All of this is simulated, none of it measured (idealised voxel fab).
process module | voxel self aligned contacts
cross-section cut | 265 nm wide | cells 5 nm
A cross-section is a grid of square cells, given in bands from the top down. A band is one or more rows of cells.
Each band's line starts with the height of the band's top and of its bottom, in nm. Then come its materials from left to right, each with its width in nm. One material with "throughout" fills the band from edge to edge. "air" is empty space.
Height 0 is the level under which the wafer as received is all one material. The lowest band goes on downwards, as in "0 down".
A width such as "30 to 40" changes by the same amount from each row of cells to the next, from the band's top row to its bottom row.
"no change" after a step means that no cell of the cross-section changed.
closed voids: empty space of 8 cells or more with no open way to the top, each as width x height at its distance from the left edge, in nm
after a step's settings: what the simulator itself notes on the step
overlay nm, on a step with a mask: how far to the right of its planned place the mask lay; to the left if negative
plan
1 op RECEIVE | material Si
2 op CONFORMAL_DEP | material SiO2 | thk nm 5
3 op DIRECTIONAL_DEP | material polySi | thk nm 20
4 op DIRECTIONAL_DEP | material SiN | thk nm 15
5 op PATTERN | tone cover | mask id GATE | material resist | width nm 35 | pitch nm 70 | thk nm 15 | overlay nm 0
6 op DIRECTIONAL_ETCH | etch materials SiN | depth nm 15
7 op DIRECTIONAL_ETCH | etch materials polySi | depth nm 20
8 op STRIP | etch materials resist
9 op CONFORMAL_DEP | material SiN | thk nm 5
10 op DIRECTIONAL_ETCH | etch materials SiN | depth nm 5
11 op FILL_DEP | material SiO2 | thk nm 10
12 op CMP | height nm 45
13 op PATTERN | tone open | mask id CONTACT | material resist | width nm 55 | thk nm 20 | overlay nm 0
14 op DIRECTIONAL_ETCH | etch materials SiO2 | depth nm 45
15 op STRIP | etch materials resist
16 op CONFORMAL_DEP | material TiN | thk nm 5
17 op FILL_DEP | material W | thk nm 5
18 op CMP | height nm 45
19 op CONFORMAL_DEP | material SiCN | thk nm 5
as received, after step 1
  0 down: Si throughout
  closed voids: none
first wafer at the end, as planned
  50 to 45: SiCN throughout
  45 to 40: SiO2 105 | TiN 20 | W 15 | TiN 20 | SiO2 105
  40 to 25: SiO2 75 | SiN 45 | TiN 5 | W 15 | TiN 5 | SiN 45 | SiO2 75
  25 to 5: SiO2 75 | SiN 5 | polySi 35 | SiN 5 | TiN 5 | W 15 | TiN 5 | SiN 5 | polySi 35 | SiN 5 | SiO2 75
  5 to 0: SiO2 120 | TiN 25 | SiO2 120
  0 down: Si throughout
  closed voids: none
second wafer at the end: like start, like plan, one mistake
  50 to 45: SiCN throughout
  45 to 35: SiO2 105 | TiN 5 to 15 | W 45 to 25 | TiN 5 to 15 | SiO2 105
  35 to 25: SiO2 80 | SiN 35 | TiN 5 | W 25 | TiN 5 | SiN 35 | SiO2 80
  25 to 5: SiO2 80 | polySi 35 | TiN 5 | W 25 | TiN 5 | polySi 35 | SiO2 80
  5 to 0: SiO2 115 | TiN 35 | SiO2 115
  0 down: Si throughout
  closed voids: none
what went wrong: step 9 was left out
at the end the second wafer has, in cells: 42 fewer of SiN | 22 more of SiO2 | 20 more of W
